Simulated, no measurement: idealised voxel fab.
A process module follows: voxel capacitor over wiring.
Xsec cut, 215 nm wide, square cell size 5 nm.
Reading order for cross-sections: top band down to bottom band. Underlying form: a grid of square cells. Band size: one or more rows of cells.
Heights first: top, then bottom, in nm. Then materials, left to right, each with a width in nm. "all across" on a single material: fills the band edge to edge. "air": empty space.
Counting heights begins at 0, where everything beneath is, in the wafer as received, one material. The lowest band has no bottom; it goes on downwards, as "0 -> down" shows.
Read "30 to 40" as a graded width: first number on top, second number at the bottom, same change between each pair of neighbouring rows.
The designation "stayed the same", where it is given for a processing step, indicates that no cell of the cross-section was altered in the course of that step.
In the "Enclosed void listing" entry, you get each enclosed empty space of 8 cells or more, one with no open way to the top, written width x height at distance, distance from the left edge, in nm.
That trailing text on a step's line, after the settings, is the simulator's own remark on the step.
overlay nm: where the mask lay relative to plan, measured to the right, on steps with a mask; negatives go left.

Below is the list of planned process steps:
- 1: RECEIVE [material Si]
- 2: CONFORMAL_DEP [material SiO2] [thk nm 15]
- 3: CONFORMAL_DEP [material SiCN] [thk nm 5]
- 4: DIRECTIONAL_DEP [material SiO2] [thk nm 20]
- 5: DIRECTIONAL_DEP [material aC] [thk nm 15]
- 6: PATTERN [tone open] [mask id METAL_1] [material resist] [width nm 20] [pitch nm 75] [thk nm 30] [overlay nm 0]
- 7: DIRECTIONAL_ETCH [etch materials aC] [depth nm 15]
- 8: STRIP [etch materials resist]
- 9: DIRECTIONAL_ETCH [etch materials SiO2] [depth nm 20]
- 10: DIRECTIONAL_ETCH [etch materials SiCN] [depth nm 5]
- 11: STRIP [etch materials aC]
- 12: CONFORMAL_DEP [material TiN] [thk nm 5]
- 13: FILL_DEP [material W] [thk nm 10]
- 14: CMP [height nm 40]
- 15: EPI [material Ru] [thk nm 5]
- 16: FILL_DEP [material SiCN] [thk nm 5]
- 17: DIRECTIONAL_DEP [material SiO2] [thk nm 10]
- 18: MASKED_ETCH [tone open] [mask id PLUG_1] [width nm 15] [etch materials SiO2] [depth nm 10] [overlay nm 0]
- 19: MASKED_ETCH [tone open] [mask id PLUG_1] [width nm 15] [etch materials SiCN] [depth nm 5] [overlay nm 0]
- 20: EPI [material Ru] [thk nm 10]
- 21: EPI [material Ru] [thk nm 5]
- 22: DIRECTIONAL_DEP [material TiN] [thk nm 10]
- 23: DIRECTIONAL_DEP [material Al2O3] [thk nm 5]
- 24: DIRECTIONAL_DEP [material TiN] [thk nm 5]
- 25: MASKED_ETCH [tone cover] [mask id UPPER_PLATE] [width nm 60] [etch materials TiN] [depth nm 5] [overlay nm 0]
- 26: MASKED_ETCH [tone cover] [mask id UPPER_PLATE] [width nm 60] [etch materials Al2O3] [depth nm 5] [overlay nm 0]
- 27: PATTERN [tone cover] [mask id LOWER_PLATE] [material resist] [width nm 70] [thk nm 20] [overlay nm 0]
- 28: DIRECTIONAL_ETCH [etch materials TiN] [depth nm 10]
- 29: STRIP [etch materials resist]
- 30: FILL_DEP [material SiO2] [thk nm 20]
- 31: CMP [height nm 95]
- 32: MASKED_ETCH [tone open] [mask id PLUG_2] [width nm 15] [etch materials SiO2] [depth nm 15] [overlay nm 0]
- 33: CONFORMAL_DEP [material TiN] [thk nm 5]
- 34: FILL_DEP [material Ru] [thk nm 5]
- 35: CMP [height nm 95]
- 36: CONFORMAL_DEP [material SiCN] [thk nm 5]

So this is the incoming wafer in cross-section - it's already been through step 1:
- 0 -> down: Si all across
- Enclosed void listing: none

Look at the cross-section after the module: the wafer started out the way shown above and the plan was the one shown above, yet one mistake was made along the way:
- 100 -> 95: SiCN all across
- 95 -> 85: 75 SiO2 | 5 TiN | 5 Ru | 5 TiN | 125 SiO2
- 85 -> 75: 75 to 65 SiO2 | 15 to 60 TiN | 125 to 90 SiO2
- 75 -> 70: 65 SiO2 | 60 Al2O3 | 90 SiO2
- 70 -> 60: 60 SiO2 | 70 TiN | 85 SiO2
- 60 -> 50: 65 SiO2 | 15 Ru | 135 SiO2
- 50 -> 45: 65 SiCN | 15 Ru | 135 SiCN
- 45 -> 40: 60 SiCN | 25 Ru | 50 SiCN | 25 Ru | 55 SiCN
- 40 -> 20: 65 SiO2 | 5 TiN | 5 W | 5 TiN | 60 SiO2 | 5 TiN | 5 W | 5 TiN | 60 SiO2
- 20 -> 15: 65 SiCN | 15 TiN | 60 SiCN | 15 TiN | 60 SiCN
- 15 -> 0: SiO2 all across
- 0 -> down: Si all across
- Enclosed void listing: none
What was the processing mistake? not per plan at step 6, really ran PATTERN [tone open] [mask id METAL_1] [material resist] [width nm 15] [pitch nm 75] [thk nm 30] [overlay nm 0]
